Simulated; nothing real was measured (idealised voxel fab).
process module | voxel plated lines
cross-section cut | 235 nm wide | cells 5 nm
A cross-section is a grid of square cells, given in bands from the top down. A band is one or more rows of cells.
Each band's line starts with the height of the band's top and of its bottom, in nm. Then come its materials from left to right, each with its width in nm. One material with "throughout" fills the band from edge to edge. "air" is empty space.
Height 0 is the level under which the wafer as received is all one material. The lowest band goes on downwards, as in "0 down".
A width such as "30 to 40" changes by the same amount from each row of cells to the next, from the band's top row to its bottom row.
"no change" after a step means that no cell of the cross-section changed.
closed voids: empty space of 8 cells or more with no open way to the top, each as width x height at its distance from the left edge, in nm
after a step's settings: what the simulator itself notes on the step
overlay nm, on a step with a mask: how far to the right of its planned place the mask lay; to the left if negative
plan
1 op RECEIVE | material Si
2 op CONFORMAL_DEP | material SiO2 | thk nm 15
3 op DIRECTIONAL_DEP | material TiN | thk nm 5
4 op PATTERN | tone open | mask id LINES | material resist | width nm 15 | pitch nm 35 | thk nm 35 | overlay nm -15
5 op EPI | material Ru | thk nm 5
6 op EPI | material Ru | thk nm 10
7 op EPI | material Ru | thk nm 5
8 op STRIP | etch materials resist
9 op DIRECTIONAL_ETCH | etch materials TiN | depth nm 5
10 op CONFORMAL_DEP | material SiN | thk nm 5
varied across the wafers: overlay nm of step 4. The plan shows the first wafer's value. All wafers start alike
first wafer as received, after step 1
  0 down: Si throughout
  closed voids: none
each wafer at the end: cells of each material gained (+) or lost (-) since it was received, then its closed voids
overlay nm -15 | +24 Ru | +67 SiN | +141 SiO2 | +6 TiN | closed voids: none
overlay nm -10 | +24 Ru | +67 SiN | +141 SiO2 | +6 TiN | closed voids: none
overlay nm -5 | +24 Ru | +67 SiN | +141 SiO2 | +6 TiN | closed voids: none
overlay nm 0 | +24 Ru | +67 SiN | +141 SiO2 | +6 TiN | closed voids: none
overlay nm 5 | +24 Ru | +67 SiN | +141 SiO2 | +6 TiN | closed voids: none
overlay nm 10 | +24 Ru | +67 SiN | +141 SiO2 | +6 TiN | closed voids: none
overlay nm 15 | +24 Ru | +67 SiN | +141 SiO2 | +6 TiN | closed voids: none
